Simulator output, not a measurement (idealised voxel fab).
Process module, titled voxel transistor to metal
We display cut, a cross-section 195 nm in width whose square cells are each 5 nm.
Throughout this document, each cross-section is represented as a grid of square cells and is presented as a sequence of bands enumerated from the top downward, where a band comprises one or more rows of cells.
Band: top height; bottom height; in nm. Then, left to right: material with width in nm, for each material. "throughout": a single material spanning edge to edge. "empty": empty space.
The reference from which all heights are counted is 0, the level beneath which the as-received wafer is entirely one material; the lowest band, having no lower bound, proceeds downward and is written after the example "top 0, no bottom".
Read "30 to 40" as a graded width: first number on top, second number at the bottom, same change between each pair of neighbouring rows.
"no modification" (step): cross-section cells unchanged, all of them.
So "Enclosed void catalog" is basically the list of trapped voids: any empty space of 8 cells or more that can't reach the top through an opening. They're written width x height at distance, the distance being from the left edge, and it's all nm.
Text after the settings on a step's line: the simulator's own remark on that step.
Regarding "overlay nm": on a step with a mask, it is the distance the mask lay to the right of its planned place; a negative value places it to the left.

The following list gives the planned process steps
1 RECEIVE: material Si
2 OXIDIZE: depth nm 5
3 CONFORMAL_DEP: material SiN, thk nm 10
4 PATTERN: tone cover, mask id ACTIVE, material resist, width nm 115, thk nm 20, overlay nm 0
5 DIRECTIONAL_ETCH: etch materials SiN, depth nm 10
6 DIRECTIONAL_ETCH: etch materials SiO2, depth nm 5
7 DIRECTIONAL_ETCH: etch materials Si, depth nm 35
8 STRIP: etch materials resist
9 FILL_DEP: material SiO2, thk nm 5
10 CMP: height nm 10
11 SELECTIVE_ETCH: etch materials SiO2, depth nm 10
12 STRIP: etch materials SiN
13 SELECTIVE_ETCH: etch materials SiO2, depth nm 5
14 OXIDIZE: depth nm 5
15 DIRECTIONAL_DEP: material polySi, thk nm 20
16 DIRECTIONAL_DEP: material SiCN, thk nm 10
17 MASKED_ETCH: tone cover, mask id GATE, width nm 25, etch materials SiCN, depth nm 20, overlay nm 0
18 MASKED_ETCH: tone cover, mask id GATE, width nm 25, etch materials polySi, depth nm 30, overlay nm 0
19 CONFORMAL_DEP: material SiN, thk nm 10
20 DIRECTIONAL_ETCH: etch materials SiN, depth nm 10
21 DIRECTIONAL_ETCH: etch materials SiO2, depth nm 5
22 DIRECTIONAL_ETCH: etch materials Si, depth nm 10
23 EPI: material SiGe, thk nm 10
24 FILL_DEP: material SiO2, thk nm 5
25 CMP: height nm 15
26 STRIP: etch materials polySi
27 SELECTIVE_ETCH: etch materials SiO2, depth nm 5
28 CONFORMAL_DEP: material HfO2, thk nm 5
29 CONFORMAL_DEP: material TiN, thk nm 5
30 FILL_DEP: material W, thk nm 10
31 CMP: height nm 10
32 DIRECTIONAL_DEP: material SiO2, thk nm 15
33 MASKED_ETCH: tone open, mask id CONTACT, width nm 20, pitch nm 75, etch materials SiO2, depth nm 35, overlay nm 0
34 CONFORMAL_DEP: material TiN, thk nm 5
35 FILL_DEP: material W, thk nm 10
36 CMP: height nm 25
37 DIRECTIONAL_DEP: material TiN, thk nm 5
38 DIRECTIONAL_DEP: material W, thk nm 20
39 PATTERN: tone cover, mask id METAL_1, material resist, width nm 20, pitch nm 75, thk nm 15, overlay nm 0
40 DIRECTIONAL_ETCH: etch materials W, depth nm 20
41 DIRECTIONAL_ETCH: etch materials TiN, depth nm 5
42 STRIP: etch materials resist
43 CONFORMAL_DEP: material SiN, thk nm 5
44 FILL_DEP: material lowk, thk nm 5
45 CMP: height nm 50
46 CONFORMAL_DEP: material SiCN, thk nm 5

Cross-section of the wafer upon arrival, representing the state reached after step 1
	top 0, no bottom: Si throughout
	Enclosed void catalog: none

Post-module cross-section of the first of two wafers (run per plan)
	top 55, bottom 50: SiCN throughout
	top 50, bottom 30: lowk 45 / SiN 5 / W 20 / SiN 5 / lowk 45 / SiN 5 / W 20 / SiN 5 / lowk 45
	top 30, bottom 25: SiN 50 / TiN 20 / SiN 55 / TiN 20 / SiN 50
	top 25, bottom 10: SiO2 50 / TiN 5 / W 10 / TiN 5 / SiO2 55 / TiN 5 / W 10 / TiN 5 / SiO2 50
	top 10, bottom 0: SiO2 50 / TiN 5 / W 10 to 5 / TiN 5 to 10 / SiO2 5 / SiN 10 / HfO2 5 / TiN 5 / W 5 / TiN 5 / HfO2 5 / SiN 10 / SiO2 5 / TiN 5 to 10 / W 10 to 5 / TiN 5 / SiO2 50
	top 0, bottom -5: SiO2 50 / TiN 5 / W 5 / TiN 5 / SiGe 10 / SiN 10 / HfO2 5 / TiN 15 / HfO2 5 / SiN 10 / SiGe 10 / TiN 5 / W 5 / TiN 5 / SiO2 50
	top -5, bottom -10: SiO2 50 / TiN 15 / SiGe 10 / SiO2 5 / HfO2 35 / SiO2 5 / SiGe 10 / TiN 15 / SiO2 50
	top -10, bottom -20: SiO2 40 / SiGe 35 / Si 45 / SiGe 35 / SiO2 40
	top -20, bottom -40: SiO2 40 / Si 115 / SiO2 40
	top -40, no bottom: Si throughout
	Enclosed void catalog: none

Module end: cross-section of wafer two of two. Same start and process plan as the first wafer. One mistake during execution
	top 55, bottom 50: SiCN throughout
	top 50, bottom 30: lowk 45 / SiN 5 / W 20 / SiN 5 / lowk 45 / SiN 5 / W 20 / SiN 5 / lowk 45
	top 30, bottom 25: SiN 50 / TiN 20 / SiN 55 / TiN 20 / SiN 50
	top 25, bottom 15: SiO2 60 / TiN 5 / W 10 / TiN 5 / SiO2 55 / TiN 5 / W 10 / TiN 5 / SiO2 40
	top 15, bottom 10: SiO2 60 / TiN 5 / W 5 / TiN 10 / SiO2 55 / TiN 5 / W 10 / TiN 5 / SiO2 40
	top 10, bottom 5: SiO2 60 / TiN 5 / W 5 / TiN 5 / SiN 10 / HfO2 5 / TiN 5 / W 5 / TiN 5 / HfO2 5 / SiN 10 / SiO2 15 / TiN 5 / W 10 / TiN 5 / SiO2 40
	top 5, bottom 0: SiO2 60 / TiN 15 / SiN 10 / HfO2 5 / TiN 5 / W 5 / TiN 5 / HfO2 5 / SiN 10 / SiO2 15 / TiN 5 / W 10 / TiN 5 / SiO2 40
	top 0, bottom -5: SiO2 60 / TiN 5 / SiGe 10 / SiN 10 / HfO2 5 / TiN 15 / HfO2 5 / SiN 10 / SiGe 10 / SiO2 5 / TiN 5 / W 10 / TiN 5 / SiO2 40
	top -5, bottom -10: SiO2 60 / TiN 5 / SiGe 10 / SiO2 5 / HfO2 35 / SiO2 5 / SiGe 10 / SiO2 5 / TiN 20 / SiO2 40
	top -10, bottom -20: SiO2 40 / SiGe 35 / Si 45 / SiGe 35 / SiO2 40
	top -20, bottom -40: SiO2 40 / Si 115 / SiO2 40
	top -40, no bottom: Si throughout
	Enclosed void catalog: none
Against the plan, the run slipped here: step 33 deviated from plan and actually ran as MASKED_ETCH: tone open, mask id CONTACT, width nm 20, pitch nm 75, etch materials SiO2, depth nm 35, overlay nm 10
Wafer comparison, final, in cells, second relative to first, materials more or fewer: +4 SiO2, -2 TiN, -2 W
